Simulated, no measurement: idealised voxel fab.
The name of this process module is voxel transistor to metal.
In the cross-section labelled cut, the width is 180 nm and each square cell is 5 nm.
A cross-section in this document is a grid of square cells, and it is written down as bands, the top band listed before the ones below it; a band is made up of one or more rows of cells. Per band: top height and bottom height in nm, followed by the left-to-right materials and their widths in nm; "everywhere" marks a single material spanning edge to edge, "blank" marks empty space. Ref level 0: as-received wafer is one material below here. Bottom band extends down with no lower bound ("0 nm and below"). The expression "30 to 40" gives the width at the extremes of the band, the first number at its top row of cells and the second at its bottom row, with the width changing by equal amounts from each row to the next in between. Step marked "nothing changed"? Then no cell in the cross-section changed in it. If an empty space has no open way to the top and is at least 8 cells in size, "Unvented voids" lists it, written width x height at distance, where distance is measured from the left edge and every value is in nm. Post-settings text on a step line: simulator's own remark regarding the step. Each step line may optionally specify "overlay nm", which for a step with a mask gives the rightward distance between the mask's planned place and where it lay, a negative value indicating the leftward direction.

**The following list gives the planned process steps**
step 1: RECEIVE with material Si
step 2: CONFORMAL_DEP with material SiO2, thk nm 5
step 3: CONFORMAL_DEP with material SiN, thk nm 10
step 4: MASKED_ETCH with tone cover, mask id ACTIVE, width nm 115, etch materials SiN, depth nm 10, overlay nm 0
step 5: MASKED_ETCH with tone cover, mask id ACTIVE, width nm 115, etch materials SiO2, depth nm 5, overlay nm 0
step 6: MASKED_ETCH with tone cover, mask id ACTIVE, width nm 115, etch materials Si, depth nm 30, overlay nm 0
step 7: OXIDIZE with depth nm 5
step 8: FILL_DEP with material SiO2, thk nm 10
step 9: CMP with height nm 15
step 10: SELECTIVE_ETCH with etch materials SiO2, depth nm 5
step 11: STRIP with etch materials SiN
step 12: SELECTIVE_ETCH with etch materials SiO2, depth nm 5
step 13: OXIDIZE with depth nm 5
step 14: DIRECTIONAL_DEP with material polySi, thk nm 30
step 15: DIRECTIONAL_DEP with material SiCN, thk nm 15
step 16: MASKED_ETCH with tone cover, mask id GATE, width nm 25, etch materials SiCN, depth nm 25, overlay nm 0
step 17: MASKED_ETCH with tone cover, mask id GATE, width nm 25, etch materials polySi, depth nm 40, overlay nm 0
step 18: CONFORMAL_DEP with material SiO2, thk nm 5
step 19: DIRECTIONAL_ETCH with etch materials SiO2, depth nm 5
step 20: CONFORMAL_DEP with material SiN, thk nm 10
step 21: DIRECTIONAL_ETCH with etch materials SiN, depth nm 10
step 22: DIRECTIONAL_ETCH with etch materials SiO2, depth nm 5
step 23: EPI with material SiGe, thk nm 5
step 24: FILL_DEP with material SiO2, thk nm 5
step 25: CMP with height nm 45
step 26: DIRECTIONAL_DEP with material SiO2, thk nm 10
step 27: PATTERN with tone open, mask id CONTACT, material resist, width nm 35, pitch nm 70, thk nm 15, overlay nm 0
step 28: DIRECTIONAL_ETCH with etch materials SiO2, depth nm 55
step 29: STRIP with etch materials resist
step 30: CONFORMAL_DEP with material TiN, thk nm 5
step 31: FILL_DEP with material Ru, thk nm 10
step 32: CMP with height nm 55
step 33: CONFORMAL_DEP with material SiCN, thk nm 5
step 34: DIRECTIONAL_DEP with material SiO2, thk nm 25
step 35: PATTERN with tone open, mask id METAL_1, material resist, width nm 20, pitch nm 85, thk nm 15, overlay nm 0
step 36: DIRECTIONAL_ETCH with etch materials SiO2, depth nm 25
step 37: DIRECTIONAL_ETCH with etch materials SiCN, depth nm 5
step 38: STRIP with etch materials resist
step 39: CONFORMAL_DEP with material TiN, thk nm 5
step 40: FILL_DEP with material Ru, thk nm 5
step 41: CMP with height nm 85
step 42: CONFORMAL_DEP with material SiCN, thk nm 5
step 43: DIRECTIONAL_DEP with material lowk, thk nm 30
step 44: PATTERN with tone open, mask id METAL_2, material resist, width nm 20, pitch nm 85, thk nm 15, overlay nm 0
step 45: DIRECTIONAL_ETCH with etch materials lowk, depth nm 15
step 46: STRIP with etch materials resist
step 47: DIRECTIONAL_DEP with material aC, thk nm 10
step 48: PATTERN with tone open, mask id METAL_2_HOLES, material resist, width nm 15, pitch nm 85, thk nm 25, overlay nm 0
step 49: DIRECTIONAL_ETCH with etch materials aC, depth nm 10
step 50: STRIP with etch materials resist
step 51: DIRECTIONAL_ETCH with etch materials lowk, depth nm 15
step 52: DIRECTIONAL_ETCH with etch materials SiCN, depth nm 5
step 53: STRIP with etch materials aC
step 54: CONFORMAL_DEP with material TiN, thk nm 5
step 55: FILL_DEP with material Ru, thk nm 5
step 56: CMP with height nm 120
step 57: CONFORMAL_DEP with material SiCN, thk nm 5

**Wafer, first of two, run as planned**

**Cross-section of the wafer at receipt, which is the condition after step 1**
	0 nm and below: Si everywhere
	Unvented voids: none

**after step 2**
	5 nm to 0 nm: SiO2 everywhere
	At heights below 0, the structure remains unaltered.

**after step 3**
	15 nm to 5 nm: SiN everywhere
	At heights below 5, the structure remains unaltered.

**after step 4**
	15 nm to 5 nm: 30 nm blank  115 nm SiN  35 nm blank
	At heights below 5, the structure remains unaltered.

**after step 5**
	15 nm to 5 nm: 30 nm blank  115 nm SiN  35 nm blank
	5 nm to 0 nm: 30 nm blank  115 nm SiO2  35 nm blank
	At heights below 0, the structure remains unaltered.

**after step 6**
	15 nm to 5 nm: 30 nm blank  115 nm SiN  35 nm blank
	5 nm to 0 nm: 30 nm blank  115 nm SiO2  35 nm blank
	0 nm to -30 nm: 30 nm blank  115 nm Si  35 nm blank
	At heights below -30, the structure remains unaltered.

**after step 7**
	15 nm to 5 nm: 30 nm blank  115 nm SiN  35 nm blank
	5 nm to 0 nm: 30 nm blank  115 nm SiO2  35 nm blank
	0 nm to -30 nm: 30 nm blank  5 nm SiO2  105 nm Si  5 nm SiO2  35 nm blank
	-30 nm to -35 nm: 35 nm SiO2  105 nm Si  40 nm SiO2
	At heights below -35, the structure remains unaltered.

**after step 8**
	25 nm to 15 nm: SiO2 everywhere
	15 nm to 5 nm: 30 nm SiO2  115 nm SiN  35 nm SiO2
	5 nm to 0 nm: SiO2 everywhere
	0 nm to -35 nm: 35 nm SiO2  105 nm Si  40 nm SiO2
	At heights below -35, the structure remains unaltered.

**after step 9**
	15 nm to 5 nm: 30 nm SiO2  115 nm SiN  35 nm SiO2
	At heights below 5, the structure remains unaltered.

**after step 10**
	15 nm to 10 nm: 30 nm blank  115 nm SiN  35 nm blank
	At heights below 10, the structure remains unaltered.

**after step 11**
	10 nm to 5 nm: 30 nm SiO2  115 nm blank  35 nm SiO2
	At heights below 5, the structure remains unaltered.

**after step 12**
	5 nm to 0 nm: 25 nm SiO2  125 nm blank  30 nm SiO2
	At heights below 0, the structure remains unaltered.

**after step 13**
	5 nm to 0 nm: 25 nm SiO2  125 nm blank  30 nm SiO2
	0 nm to -5 nm: SiO2 everywhere
	At heights below -5, the structure remains unaltered.

**after step 14**
	35 nm to 30 nm: 25 nm polySi  125 nm blank  30 nm polySi
	30 nm to 5 nm: polySi everywhere
	5 nm to 0 nm: 25 nm SiO2  125 nm polySi  30 nm SiO2
	At heights below 0, the structure remains unaltered.

**after step 15**
	50 nm to 45 nm: 25 nm SiCN  125 nm blank  30 nm SiCN
	45 nm to 35 nm: SiCN everywhere
	35 nm to 30 nm: 25 nm polySi  125 nm SiCN  30 nm polySi
	At heights below 30, the structure remains unaltered.

**after step 16**
	45 nm to 35 nm: 75 nm blank  25 nm SiCN  80 nm blank
	35 nm to 30 nm: 25 nm polySi  50 nm blank  25 nm SiCN  50 nm blank  30 nm polySi
	At heights below 30, the structure remains unaltered.

**after step 17**
	45 nm to 30 nm: 75 nm blank  25 nm SiCN  80 nm blank
	30 nm to 5 nm: 75 nm blank  25 nm polySi  80 nm blank
	5 nm to 0 nm: 25 nm SiO2  50 nm blank  25 nm polySi  50 nm blank  30 nm SiO2
	At heights below 0, the structure remains unaltered.

**after step 18**
	50 nm to 45 nm: 70 nm blank  35 nm SiO2  75 nm blank
	45 nm to 30 nm: 70 nm blank  5 nm SiO2  25 nm SiCN  5 nm SiO2  75 nm blank
	30 nm to 10 nm: 70 nm blank  5 nm SiO2  25 nm polySi  5 nm SiO2  75 nm blank
	10 nm to 5 nm: 30 nm SiO2  40 nm blank  5 nm SiO2  25 nm polySi  5 nm SiO2  40 nm blank  35 nm SiO2
	5 nm to 0 nm: 75 nm SiO2  25 nm polySi  80 nm SiO2
	At heights below 0, the structure remains unaltered.

**after step 19**
	45 nm to 30 nm: 70 nm blank  5 nm SiO2  25 nm SiCN  5 nm SiO2  75 nm blank
	30 nm to 5 nm: 70 nm blank  5 nm SiO2  25 nm polySi  5 nm SiO2  75 nm blank
	5 nm to 0 nm: 30 nm SiO2  40 nm blank  5 nm SiO2  25 nm polySi  5 nm SiO2  40 nm blank  35 nm SiO2
	At heights below 0, the structure remains unaltered.

**after step 20**
	55 nm to 45 nm: 60 nm blank  55 nm SiN  65 nm blank
	45 nm to 30 nm: 60 nm blank  10 nm SiN  5 nm SiO2  25 nm SiCN  5 nm SiO2  10 nm SiN  65 nm blank
	30 nm to 15 nm: 60 nm blank  10 nm SiN  5 nm SiO2  25 nm polySi  5 nm SiO2  10 nm SiN  65 nm blank
	15 nm to 10 nm: 40 nm SiN  20 nm blank  10 nm SiN  5 nm SiO2  25 nm polySi  5 nm SiO2  10 nm SiN  20 nm blank  45 nm SiN
	10 nm to 5 nm: 70 nm SiN  5 nm SiO2  25 nm polySi  5 nm SiO2  75 nm SiN
	5 nm to 0 nm: 30 nm SiO2  40 nm SiN  5 nm SiO2  25 nm polySi  5 nm SiO2  40 nm SiN  35 nm SiO2
	At heights below 0, the structure remains unaltered.

**after step 21**
	45 nm to 30 nm: 60 nm blank  10 nm SiN  5 nm SiO2  25 nm SiCN  5 nm SiO2  10 nm SiN  65 nm blank
	30 nm to 5 nm: 60 nm blank  10 nm SiN  5 nm SiO2  25 nm polySi  5 nm SiO2  10 nm SiN  65 nm blank
	5 nm to 0 nm: 30 nm SiO2  10 nm SiN  20 nm blank  10 nm SiN  5 nm SiO2  25 nm polySi  5 nm SiO2  10 nm SiN  20 nm blank  10 nm SiN  35 nm SiO2
	At heights below 0, the structure remains unaltered.

**after step 22**
	45 nm to 40 nm: 60 nm blank  10 nm SiN  5 nm blank  25 nm SiCN  5 nm blank  10 nm SiN  65 nm blank
	40 nm to 30 nm: 60 nm blank  10 nm SiN  5 nm SiO2  25 nm SiCN  5 nm SiO2  10 nm SiN  65 nm blank
	30 nm to 5 nm: 60 nm blank  10 nm SiN  5 nm SiO2  25 nm polySi  5 nm SiO2  10 nm SiN  65 nm blank
	5 nm to 0 nm: 30 nm blank  10 nm SiN  20 nm blank  10 nm SiN  5 nm SiO2  25 nm polySi  5 nm SiO2  10 nm SiN  20 nm blank  10 nm SiN  35 nm blank
	0 nm to -5 nm: 40 nm SiO2  20 nm blank  55 nm SiO2  20 nm blank  45 nm SiO2
	At heights below -5, the structure remains unaltered.

**after step 23**
	45 nm to 40 nm: 60 nm blank  10 nm SiN  5 nm blank  25 nm SiCN  5 nm blank  10 nm SiN  65 nm blank
	40 nm to 30 nm: 60 nm blank  10 nm SiN  5 nm SiO2  25 nm SiCN  5 nm SiO2  10 nm SiN  65 nm blank
	30 nm to 5 nm: 60 nm blank  10 nm SiN  5 nm SiO2  25 nm polySi  5 nm SiO2  10 nm SiN  65 nm blank
	5 nm to 0 nm: 30 nm blank  10 nm SiN  20 nm blank  10 nm SiN  5 nm SiO2  25 nm polySi  5 nm SiO2  10 nm SiN  20 nm blank  10 nm SiN  35 nm blank
	0 nm to -5 nm: 40 nm SiO2  20 nm SiGe  55 nm SiO2  20 nm SiGe  45 nm SiO2
	At heights below -5, the structure remains unaltered.

**after step 24**
	50 nm to 45 nm: SiO2 everywhere
	45 nm to 30 nm: 60 nm SiO2  10 nm SiN  5 nm SiO2  25 nm SiCN  5 nm SiO2  10 nm SiN  65 nm SiO2
	30 nm to 5 nm: 60 nm SiO2  10 nm SiN  5 nm SiO2  25 nm polySi  5 nm SiO2  10 nm SiN  65 nm SiO2
	5 nm to 0 nm: 30 nm SiO2  10 nm SiN  20 nm SiO2  10 nm SiN  5 nm SiO2  25 nm polySi  5 nm SiO2  10 nm SiN  20 nm SiO2  10 nm SiN  35 nm SiO2
	At heights below 0, the structure remains unaltered.

**after step 25**
	45 nm to 30 nm: 60 nm SiO2  10 nm SiN  5 nm SiO2  25 nm SiCN  5 nm SiO2  10 nm SiN  65 nm SiO2
	At heights below 30, the structure remains unaltered.

**after step 26**
	55 nm to 45 nm: SiO2 everywhere
	At heights below 45, the structure remains unaltered.

**after step 27**
	70 nm to 55 nm: 35 nm resist  35 nm blank  35 nm resist  35 nm blank  40 nm resist
	At heights below 55, the structure remains unaltered.

**after step 28**
	70 nm to 55 nm: 35 nm resist  35 nm blank  35 nm resist  35 nm blank  40 nm resist
	55 nm to 45 nm: 35 nm SiO2  35 nm blank  35 nm SiO2  35 nm blank  40 nm SiO2
	45 nm to 30 nm: 35 nm SiO2  25 nm blank  10 nm SiN  5 nm SiO2  25 nm SiCN  5 nm SiO2  10 nm SiN  25 nm blank  40 nm SiO2
	30 nm to 5 nm: 35 nm SiO2  25 nm blank  10 nm SiN  5 nm SiO2  25 nm polySi  5 nm SiO2  10 nm SiN  25 nm blank  40 nm SiO2
	5 nm to 0 nm: 30 nm SiO2  10 nm SiN  20 nm blank  10 nm SiN  5 nm SiO2  25 nm polySi  5 nm SiO2  10 nm SiN  20 nm blank  10 nm SiN  35 nm SiO2
	At heights below 0, the structure remains unaltered.

**after step 29**
	55 nm to 45 nm: 35 nm SiO2  35 nm blank  35 nm SiO2  35 nm blank  40 nm SiO2
	At heights below 45, the structure remains unaltered.

**after step 30**
	60 nm to 55 nm: 40 nm TiN  25 nm blank  45 nm TiN  25 nm blank  45 nm TiN
	55 nm to 45 nm: 35 nm SiO2  5 nm TiN  25 to 15 nm blank  5 to 15 nm TiN  35 nm SiO2  5 to 15 nm TiN  25 to 15 nm blank  5 nm TiN  40 nm SiO2
	45 nm to 30 nm: 35 nm SiO2  5 nm TiN  15 nm blank  5 nm TiN  10 nm SiN  5 nm SiO2  25 nm SiCN  5 nm SiO2  10 nm SiN  5 nm TiN  15 nm blank  5 nm TiN  40 nm SiO2
	30 nm to 10 nm: 35 nm SiO2  5 nm TiN  15 nm blank  5 nm TiN  10 nm SiN  5 nm SiO2  25 nm polySi  5 nm SiO2  10 nm SiN  5 nm TiN  15 nm blank  5 nm TiN  40 nm SiO2
	10 nm to 5 nm: 35 nm SiO2  10 nm TiN  10 nm blank  5 nm TiN  10 nm SiN  5 nm SiO2  25 nm polySi  5 nm SiO2  10 nm SiN  5 nm TiN  10 nm blank  10 nm TiN  40 nm SiO2
	5 nm to 0 nm: 30 nm SiO2  10 nm SiN  20 nm TiN  10 nm SiN  5 nm SiO2  25 nm polySi  5 nm SiO2  10 nm SiN  20 nm TiN  10 nm SiN  35 nm SiO2
	At heights below 0, the structure remains unaltered.

**after step 31**
	70 nm to 60 nm: Ru everywhere
	60 nm to 55 nm: 40 nm TiN  25 nm Ru  45 nm TiN  25 nm Ru  45 nm TiN
	55 nm to 45 nm: 35 nm SiO2  5 nm TiN  25 to 15 nm Ru  5 to 15 nm TiN  35 nm SiO2  5 to 15 nm TiN  25 to 15 nm Ru  5 nm TiN  40 nm SiO2
	45 nm to 30 nm: 35 nm SiO2  5 nm TiN  15 nm Ru  5 nm TiN  10 nm SiN  5 nm SiO2  25 nm SiCN  5 nm SiO2  10 nm SiN  5 nm TiN  15 nm Ru  5 nm TiN  40 nm SiO2
	30 nm to 10 nm: 35 nm SiO2  5 nm TiN  15 nm Ru  5 nm TiN  10 nm SiN  5 nm SiO2  25 nm polySi  5 nm SiO2  10 nm SiN  5 nm TiN  15 nm Ru  5 nm TiN  40 nm SiO2
	10 nm to 5 nm: 35 nm SiO2  10 nm TiN  10 nm Ru  5 nm TiN  10 nm SiN  5 nm SiO2  25 nm polySi  5 nm SiO2  10 nm SiN  5 nm TiN  10 nm Ru  10 nm TiN  40 nm SiO2
	At heights below 5, the structure remains unaltered.

**after step 32**
	55 nm to 45 nm: 35 nm SiO2  5 nm TiN  25 to 15 nm Ru  5 to 15 nm TiN  35 nm SiO2  5 to 15 nm TiN  25 to 15 nm Ru  5 nm TiN  40 nm SiO2
	At heights below 45, the structure remains unaltered.

**after step 33**
	60 nm to 55 nm: SiCN everywhere
	At heights below 55, the structure remains unaltered.

**after step 34**
	85 nm to 60 nm: SiO2 everywhere
	At heights below 60, the structure remains unaltered.

**after step 35**
	100 nm to 85 nm: 35 nm resist  20 nm blank  65 nm resist  20 nm blank  40 nm resist
	At heights below 85, the structure remains unaltered.

**after step 36**
	100 nm to 85 nm: 35 nm resist  20 nm blank  65 nm resist  20 nm blank  40 nm resist
	85 nm to 60 nm: 35 nm SiO2  20 nm blank  65 nm SiO2  20 nm blank  40 nm SiO2
	At heights below 60, the structure remains unaltered.

**after step 37**
	100 nm to 85 nm: 35 nm resist  20 nm blank  65 nm resist  20 nm blank  40 nm resist
	85 nm to 60 nm: 35 nm SiO2  20 nm blank  65 nm SiO2  20 nm blank  40 nm SiO2
	60 nm to 55 nm: 35 nm SiCN  20 nm blank  65 nm SiCN  20 nm blank  40 nm SiCN
	At heights below 55, the structure remains unaltered.

**after step 38**
	85 nm to 60 nm: 35 nm SiO2  20 nm blank  65 nm SiO2  20 nm blank  40 nm SiO2
	At heights below 60, the structure remains unaltered.

**after step 39**
	90 nm to 85 nm: 40 nm TiN  10 nm blank  75 nm TiN  10 nm blank  45 nm TiN
	85 nm to 60 nm: 35 nm SiO2  5 nm TiN  10 nm blank  5 nm TiN  65 nm SiO2  5 nm TiN  10 nm blank  5 nm TiN  40 nm SiO2
	60 nm to 55 nm: 35 nm SiCN  20 nm TiN  65 nm SiCN  20 nm TiN  40 nm SiCN
	At heights below 55, the structure remains unaltered.

**after step 40**
	95 nm to 90 nm: Ru everywhere
	90 nm to 85 nm: 40 nm TiN  10 nm Ru  75 nm TiN  10 nm Ru  45 nm TiN
	85 nm to 60 nm: 35 nm SiO2  5 nm TiN  10 nm Ru  5 nm TiN  65 nm SiO2  5 nm TiN  10 nm Ru  5 nm TiN  40 nm SiO2
	At heights below 60, the structure remains unaltered.

**after step 41**
	85 nm to 60 nm: 35 nm SiO2  5 nm TiN  10 nm Ru  5 nm TiN  65 nm SiO2  5 nm TiN  10 nm Ru  5 nm TiN  40 nm SiO2
	At heights below 60, the structure remains unaltered.

**after step 42**
	90 nm to 85 nm: SiCN everywhere
	At heights below 85, the structure remains unaltered.

**after step 43**
	120 nm to 90 nm: lowk everywhere
	At heights below 90, the structure remains unaltered.

**after step 44**
	135 nm to 120 nm: 35 nm resist  20 nm blank  65 nm resist  20 nm blank  40 nm resist
	At heights below 120, the structure remains unaltered.

**after step 45**
	135 nm to 120 nm: 35 nm resist  20 nm blank  65 nm resist  20 nm blank  40 nm resist
	120 nm to 105 nm: 35 nm lowk  20 nm blank  65 nm lowk  20 nm blank  40 nm lowk
	At heights below 105, the structure remains unaltered.

**after step 46**
	120 nm to 105 nm: 35 nm lowk  20 nm blank  65 nm lowk  20 nm blank  40 nm lowk
	At heights below 105, the structure remains unaltered.

**after step 47**
	130 nm to 120 nm: 35 nm aC  20 nm blank  65 nm aC  20 nm blank  40 nm aC
	120 nm to 115 nm: 35 nm lowk  20 nm blank  65 nm lowk  20 nm blank  40 nm lowk
	115 nm to 105 nm: 35 nm lowk  20 nm aC  65 nm lowk  20 nm aC  40 nm lowk
	At heights below 105, the structure remains unaltered.

**after step 48**
	155 nm to 130 nm: 35 nm resist  15 nm blank  70 nm resist  15 nm blank  45 nm resist
	130 nm to 120 nm: 35 nm aC  15 nm blank  5 nm resist  65 nm aC  15 nm blank  5 nm resist  40 nm aC
	120 nm to 115 nm: 35 nm lowk  15 nm blank  5 nm resist  65 nm lowk  15 nm blank  5 nm resist  40 nm lowk
	At heights below 115, the structure remains unaltered.

**after step 49**
	145 nm to 130 nm: 35 nm resist  15 nm blank  70 nm resist  15 nm blank  45 nm resist
	130 nm to 120 nm: 35 nm aC  15 nm blank  5 nm resist  65 nm aC  15 nm blank  5 nm resist  40 nm aC
	120 nm to 115 nm: 35 nm lowk  15 nm blank  5 nm resist  65 nm lowk  15 nm blank  5 nm resist  40 nm lowk
	115 nm to 105 nm: 35 nm lowk  15 nm blank  5 nm aC  65 nm lowk  15 nm blank  5 nm aC  40 nm lowk
	At heights below 105, the structure remains unaltered.

**after step 50**
	130 nm to 120 nm: 35 nm aC  20 nm blank  65 nm aC  20 nm blank  40 nm aC
	120 nm to 115 nm: 35 nm lowk  20 nm blank  65 nm lowk  20 nm blank  40 nm lowk
	At heights below 115, the structure remains unaltered.

**after step 51**
	130 nm to 120 nm: 35 nm aC  20 nm blank  65 nm aC  20 nm blank  40 nm aC
	120 nm to 115 nm: 35 nm lowk  20 nm blank  65 nm lowk  20 nm blank  40 nm lowk
	115 nm to 105 nm: 35 nm lowk  15 nm blank  5 nm aC  65 nm lowk  15 nm blank  5 nm aC  40 nm lowk
	105 nm to 90 nm: 35 nm lowk  15 nm blank  70 nm lowk  15 nm blank  45 nm lowk
	At heights below 90, the structure remains unaltered.

**after step 52**
	130 nm to 120 nm: 35 nm aC  20 nm blank  65 nm aC  20 nm blank  40 nm aC
	120 nm to 115 nm: 35 nm lowk  20 nm blank  65 nm lowk  20 nm blank  40 nm lowk
	115 nm to 105 nm: 35 nm lowk  15 nm blank  5 nm aC  65 nm lowk  15 nm blank  5 nm aC  40 nm lowk
	105 nm to 90 nm: 35 nm lowk  15 nm blank  70 nm lowk  15 nm blank  45 nm lowk
	90 nm to 85 nm: 35 nm SiCN  15 nm blank  70 nm SiCN  15 nm blank  45 nm SiCN
	At heights below 85, the structure remains unaltered.

**after step 53**
	120 nm to 105 nm: 35 nm lowk  20 nm blank  65 nm lowk  20 nm blank  40 nm lowk
	At heights below 105, the structure remains unaltered.

**after step 54**
	125 nm to 120 nm: 40 nm TiN  10 nm blank  75 nm TiN  10 nm blank  45 nm TiN
	120 nm to 110 nm: 35 nm lowk  5 nm TiN  10 nm blank  5 nm TiN  65 nm lowk  5 nm TiN  10 nm blank  5 nm TiN  40 nm lowk
	110 nm to 105 nm: 35 nm lowk  5 nm TiN  5 nm blank  10 nm TiN  65 nm lowk  5 nm TiN  5 nm blank  10 nm TiN  40 nm lowk
	105 nm to 90 nm: 35 nm lowk  5 nm TiN  5 nm blank  5 nm TiN  70 nm lowk  5 nm TiN  5 nm blank  5 nm TiN  45 nm lowk
	90 nm to 85 nm: 35 nm SiCN  15 nm TiN  70 nm SiCN  15 nm TiN  45 nm SiCN
	At heights below 85, the structure remains unaltered.

**after step 55**
	130 nm to 125 nm: Ru everywhere
	125 nm to 120 nm: 40 nm TiN  10 nm Ru  75 nm TiN  10 nm Ru  45 nm TiN
	120 nm to 110 nm: 35 nm lowk  5 nm TiN  10 nm Ru  5 nm TiN  65 nm lowk  5 nm TiN  10 nm Ru  5 nm TiN  40 nm lowk
	110 nm to 105 nm: 35 nm lowk  5 nm TiN  5 nm Ru  10 nm TiN  65 nm lowk  5 nm TiN  5 nm Ru  10 nm TiN  40 nm lowk
	105 nm to 90 nm: 35 nm lowk  5 nm TiN  5 nm Ru  5 nm TiN  70 nm lowk  5 nm TiN  5 nm Ru  5 nm TiN  45 nm lowk
	At heights below 90, the structure remains unaltered.

**after step 56**
	120 nm to 110 nm: 35 nm lowk  5 nm TiN  10 nm Ru  5 nm TiN  65 nm lowk  5 nm TiN  10 nm Ru  5 nm TiN  40 nm lowk
	At heights below 110, the structure remains unaltered.

**after step 57**
	125 nm to 120 nm: SiCN everywhere
	At heights below 120, the structure remains unaltered.

**Now the other wafer: same start, same recipe, but we messed up one thing when running it. Up to and including step 42 it's the same as the first one**

**Cross-section of the second wafer corresponding to the planned conclusion of step 43**
	150 nm to 90 nm: lowk everywhere
	At heights below 90, the structure remains unaltered.

**Cross-section of the second wafer corresponding to the planned conclusion of step 44**
	165 nm to 150 nm: 35 nm resist  20 nm blank  65 nm resist  20 nm blank  40 nm resist
	At heights below 150, the structure remains unaltered.

**Cross-section of the second wafer corresponding to the planned conclusion of step 45**
	165 nm to 150 nm: 35 nm resist  20 nm blank  65 nm resist  20 nm blank  40 nm resist
	150 nm to 135 nm: 35 nm lowk  20 nm blank  65 nm lowk  20 nm blank  40 nm lowk
	At heights below 135, the structure remains unaltered.

**Cross-section of the second wafer corresponding to the planned conclusion of step 46**
	150 nm to 135 nm: 35 nm lowk  20 nm blank  65 nm lowk  20 nm blank  40 nm lowk
	At heights below 135, the structure remains unaltered.

**Cross-section of the second wafer corresponding to the planned conclusion of step 47**
	160 nm to 150 nm: 35 nm aC  20 nm blank  65 nm aC  20 nm blank  40 nm aC
	150 nm to 145 nm: 35 nm lowk  20 nm blank  65 nm lowk  20 nm blank  40 nm lowk
	145 nm to 135 nm: 35 nm lowk  20 nm aC  65 nm lowk  20 nm aC  40 nm lowk
	At heights below 135, the structure remains unaltered.

**Cross-section of the second wafer corresponding to the planned conclusion of step 48**
	185 nm to 160 nm: 35 nm resist  15 nm blank  70 nm resist  15 nm blank  45 nm resist
	160 nm to 150 nm: 35 nm aC  15 nm blank  5 nm resist  65 nm aC  15 nm blank  5 nm resist  40 nm aC
	150 nm to 145 nm: 35 nm lowk  15 nm blank  5 nm resist  65 nm lowk  15 nm blank  5 nm resist  40 nm lowk
	At heights below 145, the structure remains unaltered.

**Cross-section of the second wafer corresponding to the planned conclusion of step 49**
	175 nm to 160 nm: 35 nm resist  15 nm blank  70 nm resist  15 nm blank  45 nm resist
	160 nm to 150 nm: 35 nm aC  15 nm blank  5 nm resist  65 nm aC  15 nm blank  5 nm resist  40 nm aC
	150 nm to 145 nm: 35 nm lowk  15 nm blank  5 nm resist  65 nm lowk  15 nm blank  5 nm resist  40 nm lowk
	145 nm to 135 nm: 35 nm lowk  15 nm blank  5 nm aC  65 nm lowk  15 nm blank  5 nm aC  40 nm lowk
	At heights below 135, the structure remains unaltered.

**Cross-section of the second wafer corresponding to the planned conclusion of step 50**
	160 nm to 150 nm: 35 nm aC  20 nm blank  65 nm aC  20 nm blank  40 nm aC
	150 nm to 145 nm: 35 nm lowk  20 nm blank  65 nm lowk  20 nm blank  40 nm lowk
	At heights below 145, the structure remains unaltered.

**Cross-section of the second wafer corresponding to the planned conclusion of step 51**
	160 nm to 150 nm: 35 nm aC  20 nm blank  65 nm aC  20 nm blank  40 nm aC
	150 nm to 145 nm: 35 nm lowk  20 nm blank  65 nm lowk  20 nm blank  40 nm lowk
	145 nm to 135 nm: 35 nm lowk  15 nm blank  5 nm aC  65 nm lowk  15 nm blank  5 nm aC  40 nm lowk
	135 nm to 120 nm: 35 nm lowk  15 nm blank  70 nm lowk  15 nm blank  45 nm lowk
	At heights below 120, the structure remains unaltered.

Cross-section of the second wafer corresponding to the planned conclusion of step 52: nothing changed

**Cross-section of the second wafer corresponding to the planned conclusion of step 53**
	150 nm to 135 nm: 35 nm lowk  20 nm blank  65 nm lowk  20 nm blank  40 nm lowk
	At heights below 135, the structure remains unaltered.

**Cross-section of the second wafer corresponding to the planned conclusion of step 54**
	155 nm to 150 nm: 40 nm TiN  10 nm blank  75 nm TiN  10 nm blank  45 nm TiN
	150 nm to 140 nm: 35 nm lowk  5 nm TiN  10 nm blank  5 nm TiN  65 nm lowk  5 nm TiN  10 nm blank  5 nm TiN  40 nm lowk
	140 nm to 135 nm: 35 nm lowk  5 nm TiN  5 nm blank  10 nm TiN  65 nm lowk  5 nm TiN  5 nm blank  10 nm TiN  40 nm lowk
	135 nm to 125 nm: 35 nm lowk  5 nm TiN  5 nm blank  5 nm TiN  70 nm lowk  5 nm TiN  5 nm blank  5 nm TiN  45 nm lowk
	125 nm to 120 nm: 35 nm lowk  15 nm TiN  70 nm lowk  15 nm TiN  45 nm lowk
	At heights below 120, the structure remains unaltered.

**Cross-section of the second wafer corresponding to the planned conclusion of step 55**
	160 nm to 155 nm: Ru everywhere
	155 nm to 150 nm: 40 nm TiN  10 nm Ru  75 nm TiN  10 nm Ru  45 nm TiN
	150 nm to 140 nm: 35 nm lowk  5 nm TiN  10 nm Ru  5 nm TiN  65 nm lowk  5 nm TiN  10 nm Ru  5 nm TiN  40 nm lowk
	140 nm to 135 nm: 35 nm lowk  5 nm TiN  5 nm Ru  10 nm TiN  65 nm lowk  5 nm TiN  5 nm Ru  10 nm TiN  40 nm lowk
	135 nm to 125 nm: 35 nm lowk  5 nm TiN  5 nm Ru  5 nm TiN  70 nm lowk  5 nm TiN  5 nm Ru  5 nm TiN  45 nm lowk
	At heights below 125, the structure remains unaltered.

**Cross-section of the second wafer corresponding to the planned conclusion of step 56**
	120 nm to 90 nm: lowk everywhere
	At heights below 90, the structure remains unaltered.

**Cross-section of the second wafer corresponding to the planned conclusion of step 57**
	125 nm to 120 nm: SiCN everywhere
	At heights below 120, the structure remains unaltered.
Diagnosis: step 43 of the plan was executed twice over
Final cells, second wafer relative to first, materials higher or lower: -16 Ru; +6 SiCN; -32 TiN; +42 lowk
